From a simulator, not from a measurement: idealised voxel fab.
Documented hereafter: the process module known as voxel self aligned vias.
Square cells of 5 nm make up the cross-section cut, whose width is 220 nm.
Bands, listed from the top down, are how a cross-section gets written in this document; the cross-section itself is a grid of square cells, and a band is one or more rows of them. Band entry format. Leading values: height of top, height of bottom, nm. Remainder: materials in left-to-right order, each with its width in nm. Special words: "full width" on a single material, which then fills the band edge to edge; "blank", empty space. Height 0 is the level under which the wafer as received is all one material. The lowest band goes on downwards, as in "0 down". Width: "30..40" (first number = top row, second number = bottom row, same change from row to row of cells). Take "identical to before" at face value: in the step it is given for, the cross-section changed in none of its cells. This entry, "Closed void list", enumerates those empty regions of no fewer than 8 cells that possess no open connection to the top. Each region is reported in the form width x height at distance, the distance being taken from the left edge, with all three quantities expressed in nm. Note: text after step settings on the step line = simulator remark on that step. A step line may carry the setting "overlay nm", which, for steps involving a mask, states the distance by which the mask lay to the right of its intended position; negative values denote displacement to the left.
Planned process steps
- 1: RECEIVE: material Si
- 2: CONFORMAL_DEP: material SiO2, thk nm 10
- 3: CONFORMAL_DEP: material SiCN, thk nm 5
- 4: DIRECTIONAL_DEP: material SiO2, thk nm 25
- 5: PATTERN: tone open, mask id LINES, material resist, width nm 20, pitch nm 50, thk nm 15, overlay nm 0
- 6: DIRECTIONAL_ETCH: etch materials SiO2, depth nm 25
- 7: STRIP: etch materials resist
- 8: CONFORMAL_DEP: material TiN, thk nm 5
- 9: FILL_DEP: material W, thk nm 10
- 10: CMP: height nm 40
- 11: SELECTIVE_ETCH: etch materials W Ru TiN, depth nm 5
- 12: FILL_DEP: material SiN, thk nm 10
- 13: CMP: height nm 40
- 14: DIRECTIONAL_DEP: material SiO2, thk nm 15
- 15: MASKED_ETCH: tone open, mask id VIAS, width nm 30, pitch nm 100, etch materials SiO2, depth nm 15, overlay nm 0
- 16: MASKED_ETCH: tone open, mask id VIAS, width nm 30, pitch nm 100, etch materials SiN, depth nm 5, overlay nm 0
- 17: CONFORMAL_DEP: material TiN, thk nm 5
- 18: FILL_DEP: material Ru, thk nm 10
- 19: CMP: height nm 55
- 20: CONFORMAL_DEP: material SiN, thk nm 5
Cross-section, incoming material, after step 1
0 down | Si full width
Closed void list: none
The cross-section shown corresponds to the wafer at the conclusion of the module. The initial structure and the process plan are those presented above; however, one mistake occurred in executing the plan
60 to 55 | SiN full width
55 to 45 | 45 nm SiO2 / 5 nm TiN / 20 nm Ru / 5 nm TiN / 70 nm SiO2 / 5 nm TiN / 20 nm Ru / 5 nm TiN / 45 nm SiO2
45 to 40 | 45 nm SiO2 / 15 nm TiN / 10 nm Ru / 5 nm TiN / 70 nm SiO2 / 15 nm TiN / 10 nm Ru / 5 nm TiN / 45 nm SiO2
40 to 35 | 55 nm SiO2 / 20 nm TiN / 30 nm SiO2 / 20 nm SiN / 30 nm SiO2 / 20 nm TiN / 45 nm SiO2
35 to 20 | 55 nm SiO2 / 5 nm TiN / 10 nm W / 5 nm TiN / 30 nm SiO2 / 5 nm TiN / 10 nm W / 5 nm TiN / 30 nm SiO2 / 5 nm TiN / 10 nm W / 5 nm TiN / 45 nm SiO2
20 to 15 | 55 nm SiO2 / 20 nm TiN / 30 nm SiO2 / 20 nm TiN / 30 nm SiO2 / 20 nm TiN / 45 nm SiO2
15 to 10 | SiCN full width
10 to 0 | SiO2 full width
0 down | Si full width
Closed void list: none
Short version of what went wrong: step 5 did not use the planned setting and instead ran as PATTERN: tone open, mask id LINES, material resist, width nm 20, pitch nm 50, thk nm 15, overlay nm 5
